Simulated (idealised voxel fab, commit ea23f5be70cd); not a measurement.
This section sets out a process module, namely voxel ribs on slabs.
Displayed cross-section: cut, width of 190 nm, square cells sized 5 nm.
Cross-section, as written here: a square-cell grid given band by band from the top down, where a band holds one or more rows of cells. Within each band entry, the heights of the top and of the bottom of the band appear first, in that order and in nm; the materials of the band then follow from left to right, each with its corresponding width in nm. The designation "all across" on a single material indicates that it fills the band from edge to edge; the designation "air" indicates empty space. Zero point of the height axis is 0; under it, received wafer = one material. Lowest band: continues down indefinitely, "0 nm and below". You'd read "30->40" like this: the band's top row of cells is as wide as the first number, its bottom row is as wide as the second, and going down, every row changes width by the same amount as the row before did. For the purposes of this document, the phrase "nothing was modified" attached to a step denotes that no cell within the cross-section was modified by that step. The entry "Closed internal cavities" lists the empty spaces that cover at least 8 cells and have no open path to the top. Each is written as width x height at distance, where the distance is measured from the left edge and all three values are in nm. after a step's settings: what the simulator itself notes on the step. overlay nm: step with mask; distance mask lay right of planned place; negative value = left of planned place.
Set out below are the planned steps of the process
1 RECEIVE [material Si]
2 DIRECTIONAL_DEP [material SiO2] [thk nm 20]
3 DIRECTIONAL_DEP [material SiN] [thk nm 20]
4 DIRECTIONAL_DEP [material aC] [thk nm 10]
5 PATTERN [tone cover] [mask id RIB] [material resist] [width nm 30] [thk nm 30] [overlay nm 0]
6 DIRECTIONAL_ETCH [etch materials aC] [depth nm 10]
7 STRIP [etch materials resist]
8 DIRECTIONAL_ETCH [etch materials SiN] [depth nm 10]
9 STRIP [etch materials aC]
10 MASKED_ETCH [tone cover] [mask id SLAB] [width nm 70] [etch materials SiN] [depth nm 10] [overlay nm 0]
11 FILL_DEP [material SiO2] [thk nm 20]
12 CMP [height nm 55]
13 DIRECTIONAL_DEP [material TiN] [thk nm 10]
14 PATTERN [tone cover] [mask id HEATER] [material resist] [width nm 40] [thk nm 20] [overlay nm 0]
15 DIRECTIONAL_ETCH [etch materials TiN] [depth nm 10]
16 STRIP [etch materials resist]
17 CONFORMAL_DEP [material SiN] [thk nm 5]
Wafer at receipt (post step 1), cross-section
> 0 nm and below: Si all across
> Closed internal cavities: none
First wafer of two, sectioned at end of module; run went per plan
> 70 nm to 65 nm: 70 nm air | 50 nm SiN | 70 nm air
> 65 nm to 60 nm: 70 nm air | 5 nm SiN | 40 nm TiN | 5 nm SiN | 70 nm air
> 60 nm to 55 nm: 75 nm SiN | 40 nm TiN | 75 nm SiN
> 55 nm to 40 nm: SiO2 all across
> 40 nm to 30 nm: 80 nm SiO2 | 30 nm SiN | 80 nm SiO2
> 30 nm to 20 nm: 60 nm SiO2 | 70 nm SiN | 60 nm SiO2
> 20 nm to 0 nm: SiO2 all across
> 0 nm and below: Si all across
> Closed internal cavities: none
Same start, same plan as the first wafer - but one mistake in the run. Cross-section of the second of the two at the end of the module
> 70 nm to 65 nm: 70 nm air | 50 nm SiN | 70 nm air
> 65 nm to 60 nm: 70 nm air | 5 nm SiN | 40 nm TiN | 5 nm SiN | 70 nm air
> 60 nm to 55 nm: 75 nm SiN | 40 nm TiN | 75 nm SiN
> 55 nm to 40 nm: SiO2 all across
> 40 nm to 30 nm: 80 nm SiO2 | 30 nm SiN | 80 nm SiO2
> 30 nm to 20 nm: 60 nm SiO2 | 75 nm SiN | 55 nm SiO2
> 20 nm to 0 nm: SiO2 all across
> 0 nm and below: Si all across
> Closed internal cavities: none
Against the plan, the run slipped here: step 10 was run on a setting that differed from the plan, and what really ran there is MASKED_ETCH [tone cover] [mask id SLAB] [width nm 75] [etch materials SiN] [depth nm 10] [overlay nm 0]
The closing comparison, in cells, has the second wafer with more or fewer of some materials than the first: +2 SiN, -2 SiO2
